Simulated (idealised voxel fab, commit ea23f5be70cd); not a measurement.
The following process module bears the name voxel transistor to metal.
Cross-sectional view cut (width: 155 nm; square cell size: 5 nm).
We lay out every cross-section as a grid of square cells and spell it out in bands from the top down, where one band means one or more rows of cells.
This entry defines a band. It first specifies the height of the band's top and the height of its bottom in nm, and then specifies the band's materials from left to right, stating each material with its width in nm. The word "all across" identifies a single material that fills the band from edge to edge, while the word "empty" identifies empty space.
Zero point of the height axis is 0; under it, received wafer = one material. Lowest band: continues down indefinitely, "0 down".
A width such as "30 to 40" changes by the same amount from each row of cells to the next, from the band's top row to its bottom row.
Where the words "changes: none" appear for a step, the cross-section shows no cell changed by that step; every cell remained as before.
Any empty space of 8 cells or more lacking an open way to the top shows up in "Enclosed void entries" as width x height at distance, distance from the left edge, in nm.
Where a step's line continues beyond its settings, the continuation is a remark by the simulator itself on that step.
For masked steps, "overlay nm" on the step line gives how far right of plan the mask actually lay; a minus sign means it lay to the left.

# Planned step list for the process
- 1: RECEIVE with material Si
- 2: OXIDIZE with depth nm 5
- 3: CONFORMAL_DEP with material SiN, thk nm 15
- 4: MASKED_ETCH with tone cover, mask id ACTIVE, width nm 105, etch materials SiN, depth nm 15, overlay nm 0
- 5: MASKED_ETCH with tone cover, mask id ACTIVE, width nm 105, etch materials SiO2, depth nm 5, overlay nm 0
- 6: MASKED_ETCH with tone cover, mask id ACTIVE, width nm 105, etch materials Si, depth nm 35, overlay nm 0
- 7: OXIDIZE with depth nm 5
- 8: FILL_DEP with material SiO2, thk nm 10
- 9: CMP with height nm 15
- 10: SELECTIVE_ETCH with etch materials SiO2, depth nm 10
- 11: STRIP with etch materials SiN
- 12: SELECTIVE_ETCH with etch materials SiO2, depth nm 5
- 13: OXIDIZE with depth nm 5
- 14: DIRECTIONAL_DEP with material polySi, thk nm 25
- 15: DIRECTIONAL_DEP with material SiCN, thk nm 15
- 16: DIRECTIONAL_DEP with material aC, thk nm 10
- 17: PATTERN with tone cover, mask id GATE, material resist, width nm 15, thk nm 25, overlay nm 0
- 18: DIRECTIONAL_ETCH with etch materials aC, depth nm 10
- 19: STRIP with etch materials resist
- 20: DIRECTIONAL_ETCH with etch materials SiCN, depth nm 25
- 21: DIRECTIONAL_ETCH with etch materials polySi, depth nm 35
- 22: STRIP with etch materials aC
- 23: CONFORMAL_DEP with material SiO2, thk nm 5
- 24: DIRECTIONAL_ETCH with etch materials SiO2, depth nm 5
- 25: CONFORMAL_DEP with material SiN, thk nm 10
- 26: DIRECTIONAL_ETCH with etch materials SiN, depth nm 10
- 27: DIRECTIONAL_ETCH with etch materials SiO2, depth nm 5
- 28: DIRECTIONAL_ETCH with etch materials Si, depth nm 5
- 29: EPI with material pSi, thk nm 10
- 30: FILL_DEP with material SiO2, thk nm 5
- 31: CMP with height nm 35
- 32: DIRECTIONAL_DEP with material SiO2, thk nm 15
- 33: PATTERN with tone open, mask id CONTACT, material resist, width nm 20, pitch nm 65, thk nm 20, overlay nm 0
- 34: DIRECTIONAL_ETCH with etch materials SiO2, depth nm 50
- 35: STRIP with etch materials resist
- 36: CONFORMAL_DEP with material TiN, thk nm 5
- 37: FILL_DEP with material W, thk nm 5
- 38: CMP with height nm 50
- 39: CONFORMAL_DEP with material SiCN, thk nm 5
- 40: DIRECTIONAL_DEP with material SiO2, thk nm 25
- 41: PATTERN with tone open, mask id METAL_1, material resist, width nm 20, pitch nm 65, thk nm 15, overlay nm 0
- 42: DIRECTIONAL_ETCH with etch materials SiO2, depth nm 25
- 43: DIRECTIONAL_ETCH with etch materials SiCN, depth nm 5
- 44: STRIP with etch materials resist
- 45: CONFORMAL_DEP with material TiN, thk nm 5
- 46: FILL_DEP with material W, thk nm 5
- 47: CMP with height nm 80
- 48: EPI with material Ru, thk nm 5
- 49: FILL_DEP with material SiCN, thk nm 5

# Cross-section of the wafer upon arrival, representing the state reached after step 1
- 0 down | Si all across
- Enclosed void entries: none

# End-of-module cross-section. Starting structure and process plan as above; one mistake made in running it
- 90 to 85 | SiCN all across
- 85 to 80 | 30 SiCN; 30 Ru; 35 SiCN; 30 Ru; 30 SiCN
- 80 to 55 | 35 SiO2; 5 TiN; 10 W; 5 TiN; 45 SiO2; 5 TiN; 10 W; 5 TiN; 35 SiO2
- 55 to 50 | 35 SiCN; 20 TiN; 45 SiCN; 20 TiN; 35 SiCN
- 50 to 40 | 35 SiO2; 5 TiN; 10 W; 5 TiN; 45 SiO2; 5 TiN; 10 W; 5 TiN; 35 SiO2
- 40 to 35 | 35 SiO2; 20 TiN; 45 SiO2; 20 TiN; 35 SiO2
- 35 to 25 | 70 SiCN; 5 SiO2; 5 SiN; 5 SiO2; 70 SiCN
- 25 to 20 | 20 polySi; 50 SiCN; 5 SiO2; 5 SiN; 5 SiO2; 50 SiCN; 20 polySi
- 20 to 0 | 70 polySi; 5 SiO2; 5 SiN; 5 SiO2; 70 polySi
- 0 to -5 | 20 SiO2; 50 polySi; 5 SiO2; 5 SiN; 5 SiO2; 50 polySi; 20 SiO2
- -5 to -10 | SiO2 all across
- -10 to -45 | 30 SiO2; 95 Si; 30 SiO2
- -45 down | Si all across
- Enclosed void entries: none
Run error: step 17 off recipe, ran as PATTERN with tone open, mask id GATE, material resist, width nm 15, thk nm 25, overlay nm 0
